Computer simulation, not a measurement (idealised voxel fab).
process module | voxel air gaps
Section cut is 285 nm wide and gridded with 5 nm square cells.
A cross-section is a grid of square cells, given in bands from the top down. A band is one or more rows of cells. Read a band's entry like this: the first values are the height of its top and the height of its bottom in nm, and what follows is the sequence of materials from left to right, each with its width in nm. Note that "empty" is empty space, and that a single material marked "edge to edge" reaches across the band from edge to edge. For the purposes of this specification, 0 denotes the height below which the wafer in its as-received condition is composed wholly of one material, and the lowermost band, lacking a lower limit, extends downward without end, as expressed in "0 nm and below". Width "30 to 40": first value at the band's top row of cells, second value at its bottom row, equal change from row to row. Given "nothing altered" for a step, no cell of the cross-section differs between before and after that step. Entry "Enclosed cavities" = empty spaces >= 8 cells with no open way to the top; each as width x height at distance, distance from left edge, all nm. That trailing text on a step's line, after the settings, is the simulator's own remark on the step. overlay nm: mask offset rightward from planned place, masked step; negative means leftward offset.
## plan
1. RECEIVE, material Si
2. CONFORMAL_DEP, material SiO2, thk nm 15
3. CONFORMAL_DEP, material SiN, thk nm 5
4. DIRECTIONAL_DEP, material lowk, thk nm 30
5. MASKED_ETCH, tone open, mask id LINES, width nm 20, pitch nm 50, etch materials lowk, depth nm 30, overlay nm 0
6. CONFORMAL_DEP, material TiN, thk nm 5
7. FILL_DEP, material Cu, thk nm 10
8. CMP, height nm 50
9. EPI, material Ru, thk nm 10
10. SELECTIVE_ETCH, etch materials lowk, depth nm 40
11. CONFORMAL_DEP, material SiCN, thk nm 5
## as received, after step 1
- 0 nm and below  Si edge to edge
- Enclosed cavities: none
## Below is the wafer in cross-section after the module was completed. It began from the starting point shown above and followed the plan shown above, except that one mistake was made while running it
- 80 nm to 75 nm  SiCN edge to edge
- 75 nm to 65 nm  Ru edge to edge
- 65 nm to 55 nm  Cu edge to edge
- 55 nm to 50 nm  60 of TiN / 10 of Cu / 40 of TiN / 10 of Cu / 40 of TiN / 10 of Cu / 40 of TiN / 10 of Cu / 65 of TiN
- 50 nm to 25 nm  55 of lowk / 5 of TiN / 10 of Cu / 5 of TiN / 30 of lowk / 5 of TiN / 10 of Cu / 5 of TiN / 30 of lowk / 5 of TiN / 10 of Cu / 5 of TiN / 30 of lowk / 5 of TiN / 10 of Cu / 5 of TiN / 60 of lowk
- 25 nm to 20 nm  55 of lowk / 20 of TiN / 30 of lowk / 20 of TiN / 30 of lowk / 20 of TiN / 30 of lowk / 20 of TiN / 60 of lowk
- 20 nm to 15 nm  SiN edge to edge
- 15 nm to 0 nm  SiO2 edge to edge
- 0 nm and below  Si edge to edge
- Enclosed cavities: none
Heads up, the wafer didn't run the way we planned it: step 8 of the plan was bypassed and not carried out
